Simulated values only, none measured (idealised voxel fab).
This is a process module. Its name is voxel gate over fins.
Pictured: cross-section cut, 280 nm wide, on a grid of 5 nm square cells.
A cross-section is written here as square cells arranged in a grid, and it is given in bands from the top down, each band taking up one or more rows of cells. In this notation a band is specified by the heights of its top and bottom, in that order and in nm, after which its materials appear from left to right, each paired with its width in nm. The word "everywhere" attached to a single material means that material fills the band from edge to edge; the word "blank" stands for empty space. Below 0: as-received wafer, all one material; heights counted from there. Lowest band: no bottom, goes on down, written "z 0 and below". So if you see something like "30..40" for the width, read it as the top row of the band sitting at the first number and the bottom row at the second, with every row in between moving by the same amount as the last. It should be understood that the words "left unchanged", when stated for a given step, signify that the cross-section underwent no change in any of its cells during that step. Reported under the label "Unvented cavities" are the empty spaces having no open way to the top and comprising 8 cells or more; the notation for each is width x height at distance, in which the distance is measured from the left edge and all three values are in nm. after a step's settings: what the simulator itself notes on the step. The "overlay nm" setting may appear on a step's line; for a step that uses a mask, it gives how far to the right of its planned position the mask lay, and a negative value indicates the left.
**These are the steps we planned for the process**
1: RECEIVE [material Si]
2: CONFORMAL_DEP [material SiN] [thk nm 10]
3: MASKED_ETCH [tone cover] [mask id FINS] [width nm 15] [pitch nm 55] [etch materials SiN] [depth nm 10] [overlay nm 0]
4: MASKED_ETCH [tone cover] [mask id FINS] [width nm 15] [pitch nm 55] [etch materials Si] [depth nm 30] [overlay nm 0]
5: OXIDIZE [depth nm 5]
6: FILL_DEP [material SiO2] [thk nm 5]
7: CMP [height nm 10]
8: PATTERN [tone open] [mask id RAIL] [material resist] [width nm 15] [thk nm 15] [overlay nm 0]
9: DIRECTIONAL_ETCH [etch materials SiO2] [depth nm 35]
10: STRIP [etch materials resist]
11: CONFORMAL_DEP [material TiN] [thk nm 5]
12: FILL_DEP [material Ru] [thk nm 10]
13: CMP [height nm 10]
14: SELECTIVE_ETCH [etch materials W Ru TiN] [depth nm 25]
15: FILL_DEP [material SiO2] [thk nm 5]
16: CMP [height nm 10]
17: SELECTIVE_ETCH [etch materials SiO2] [depth nm 20]
18: STRIP [etch materials SiN]
19: CONFORMAL_DEP [material HfO2] [thk nm 5]
20: CONFORMAL_DEP [material TiN] [thk nm 5]
21: FILL_DEP [material W] [thk nm 10]
22: CMP [height nm 15]
23: CONFORMAL_DEP [material SiN] [thk nm 5]
**Cross-sectional view of the wafer in its as-received condition, corresponding to the state after step 1**
	z 0 and below | Si everywhere
	Unvented cavities: none
**First of two wafers: cross-section at end of module, run per plan**
	z 20 to 15 | SiN everywhere
	z 15 to 10 | W everywhere
	z 10 to 5 | 45 of W  25 of TiN  30 of W  25 of TiN  30 of W  25 of TiN  30 of W  25 of TiN  45 of W
	z 5 to 0 | 45 of W  5 of TiN  15 of HfO2  5 of TiN  30 of W  5 of TiN  15 of HfO2  5 of TiN  30 of W  5 of TiN  15 of HfO2  5 of TiN  30 of W  5 of TiN  15 of HfO2  5 of TiN  45 of W
	z 0 to -5 | 50 of TiN  5 of HfO2  5 of Si  5 of HfO2  40 of TiN  5 of HfO2  5 of Si  5 of HfO2  40 of TiN  5 of HfO2  5 of Si  5 of HfO2  40 of TiN  5 of HfO2  5 of Si  5 of HfO2  50 of TiN
	z -5 to -10 | 55 of HfO2  5 of Si  50 of HfO2  5 of Si  50 of HfO2  5 of Si  50 of HfO2  5 of Si  55 of HfO2
	z -10 to -15 | 55 of SiO2  5 of Si  50 of SiO2  5 of Si  50 of SiO2  5 of Si  50 of SiO2  5 of Si  55 of SiO2
	z -15 to -20 | 55 of SiO2  5 of Si  15 of SiO2  5 of TiN  5 of Ru  5 of TiN  20 of SiO2  5 of Si  50 of SiO2  5 of Si  50 of SiO2  5 of Si  55 of SiO2
	z -20 to -25 | 55 of SiO2  5 of Si  15 of SiO2  15 of TiN  20 of SiO2  5 of Si  50 of SiO2  5 of Si  50 of SiO2  5 of Si  55 of SiO2
	z -25 to -35 | 55 of SiO2  5 of Si  50 of SiO2  5 of Si  50 of SiO2  5 of Si  50 of SiO2  5 of Si  55 of SiO2
	z -35 and below | Si everywhere
	Unvented cavities: none
**Second wafer of the two, sectioned at the end of the module. It began like the first and followed the same plan, but one mistake was made while running it**
	z 20 to 15 | SiN everywhere
	z 15 to 10 | 35 of W  45 of TiN  10 of W  45 of TiN  10 of W  45 of TiN  10 of W  45 of TiN  35 of W
	z 10 to 5 | TiN everywhere
	z 5 to 0 | 50 of TiN  15 of HfO2  40 of TiN  15 of HfO2  40 of TiN  15 of HfO2  40 of TiN  15 of HfO2  50 of TiN
	z 0 to -5 | 50 of TiN  5 of HfO2  5 of Si  5 of HfO2  40 of TiN  5 of HfO2  5 of Si  5 of HfO2  40 of TiN  5 of HfO2  5 of Si  5 of HfO2  40 of TiN  5 of HfO2  5 of Si  5 of HfO2  50 of TiN
	z -5 to -10 | 55 of HfO2  5 of Si  50 of HfO2  5 of Si  50 of HfO2  5 of Si  50 of HfO2  5 of Si  55 of HfO2
	z -10 to -15 | 55 of SiO2  5 of Si  50 of SiO2  5 of Si  50 of SiO2  5 of Si  50 of SiO2  5 of Si  55 of SiO2
	z -15 to -20 | 55 of SiO2  5 of Si  15 of SiO2  5 of TiN  5 of Ru  5 of TiN  20 of SiO2  5 of Si  50 of SiO2  5 of Si  50 of SiO2  5 of Si  55 of SiO2
	z -20 to -25 | 55 of SiO2  5 of Si  15 of SiO2  15 of TiN  20 of SiO2  5 of Si  50 of SiO2  5 of Si  50 of SiO2  5 of Si  55 of SiO2
	z -25 to -35 | 55 of SiO2  5 of Si  50 of SiO2  5 of Si  50 of SiO2  5 of Si  50 of SiO2  5 of Si  55 of SiO2
	z -35 and below | Si everywhere
	Unvented cavities: none
Against the plan, the run slipped here: the process deviated at step 20: the operation and settings actually run there were CONFORMAL_DEP [material TiN] [thk nm 15]
It is noted that, at the conclusion of processing, the second wafer exhibits a higher or lower cell count for certain materials relative to the first: 108 more of TiN, 108 fewer of W
